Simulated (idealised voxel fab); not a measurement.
Herein follows the process module entitled voxel tone inversion.
Section shown: cut. Width: 215 nm. Cell size: 5 nm, square.
Think of the cross-section as a grid of square cells. We describe it in bands, top to bottom, and each band covers one or more rows of those cells. Per band: top height and bottom height in nm, followed by the left-to-right materials and their widths in nm; "all across" marks a single material spanning edge to edge, "empty" marks empty space. The level at which height equals 0 is the one under which the wafer, as it arrives, is entirely one material. No lower edge exists for the bottom band, which continues downward and is notated as in "0 -> down". The notation "30 to 40" denotes a width that varies across the rows of cells in the band, beginning at the first number in the top row, finishing at the second number in the bottom row, and changing by an identical amount from each row to the next. Basically "no change" means that step didn't change any cell in the cross-section. Heads up: "Fully sealed cavities" only lists the empty pockets with no open path to the top that are 8 cells or more, and it writes them as width x height at distance, distance from the left edge, in nm. Where a step's line continues beyond its settings, the continuation is a remark by the simulator itself on that step. overlay nm, on a step with a mask: how far to the right of its planned place the mask lay; to the left if negative.

### List of planned process steps
1. RECEIVE with material Si
2. CONFORMAL_DEP with material SiN, thk nm 5
3. DIRECTIONAL_DEP with material aC, thk nm 15
4. PATTERN with tone cover, mask id POSTS, material resist, width nm 20, pitch nm 50, thk nm 20, overlay nm 0
5. DIRECTIONAL_ETCH with etch materials aC, depth nm 15
6. STRIP with etch materials resist
7. FILL_DEP with material lowk, thk nm 5
8. CMP with height nm 20
9. STRIP with etch materials aC
The plan's step 2 thk nm is the first wafer's value; the wafers differ in this setting and start identical.

### As-received cross-section, first of several wafers, post step 1
* 0 -> down = Si all across
* Fully sealed cavities: none

### Rows = wafers. At module end, each row lists per material the cells gained (+) or lost (-) since the wafer was received, then the closed voids
thk nm 5, +43 SiN, +81 lowk, Fully sealed cavities: none
thk nm 10, +86 SiN, +54 lowk, Fully sealed cavities: none
thk nm 15, +129 SiN, +27 lowk, Fully sealed cavities: none
thk nm 20, +172 SiN, Fully sealed cavities: none
